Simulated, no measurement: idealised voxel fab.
A process module follows: voxel double patterning.
The width of the displayed cross-section, cut, is 300 nm; its cells are square, with a size of 5 nm.
If you're reading a cross-section in this doc, picture square cells in a grid; it comes to you as bands, top ones listed first down to the bottom, and a band can be one or more rows of cells. Band: top height; bottom height; in nm. Then, left to right: material with width in nm, for each material. "throughout": a single material spanning edge to edge. "blank": empty space. Basically, 0 is our baseline, since under it the wafer straight out of the box is all one material. The bottom band has no lower end and keeps on going down, so it looks like "0 and below". The width entry "30->40" should be interpreted row by row: the top row of cells in the band takes the first number, the bottom row takes the second number, and the change between adjacent rows is uniform throughout. Given "nothing altered" for a step, no cell of the cross-section differs between before and after that step. Empty spaces counting at least 8 cells and having no open way to the top are listed in "Enclosed internal cavities". The notation width x height at distance is used for each, the distance being from the left edge and all three values in nm. Text after the settings on a step's line: the simulator's own remark on that step. overlay nm: for a step with a mask, the amount by which the mask lay right of where it was planned; a negative amount means left of it.

Planned process steps
1 RECEIVE [material Si]
2 CONFORMAL_DEP [material SiO2] [thk nm 10]
3 DIRECTIONAL_DEP [material TiN] [thk nm 15]
4 DIRECTIONAL_DEP [material SiCN] [thk nm 5]
5 DIRECTIONAL_DEP [material aC] [thk nm 10]
6 PATTERN [tone open] [mask id FIRST] [material resist] [width nm 15] [pitch nm 50] [thk nm 30] [overlay nm 0]
7 DIRECTIONAL_ETCH [etch materials aC] [depth nm 10]
8 STRIP [etch materials resist]
9 DIRECTIONAL_ETCH [etch materials SiCN] [depth nm 5]
10 STRIP [etch materials aC]
11 MASKED_ETCH [tone open] [mask id SECOND] [width nm 15] [pitch nm 50] [etch materials SiCN] [depth nm 5] [overlay nm 0]
12 DIRECTIONAL_ETCH [etch materials TiN] [depth nm 15]
13 STRIP [etch materials SiCN]

Cross-section, incoming material, after step 1
  0 and below | Si throughout
  Enclosed internal cavities: none

Starting wafer: above. Plan: above. Run: one mistake. Cross-section after the module: below
  35 down to 20 | TiN=90  blank=15  TiN=10  blank=15  TiN=10  blank=15  TiN=10  blank=15  TiN=10  blank=15  TiN=95
  20 down to 10 | TiN throughout
  10 down to 0 | SiO2 throughout
  0 and below | Si throughout
  Enclosed internal cavities: none
Misprocessing identified: in deviation from the planned setting, step 3 was conducted as DIRECTIONAL_DEP [material TiN] [thk nm 25]
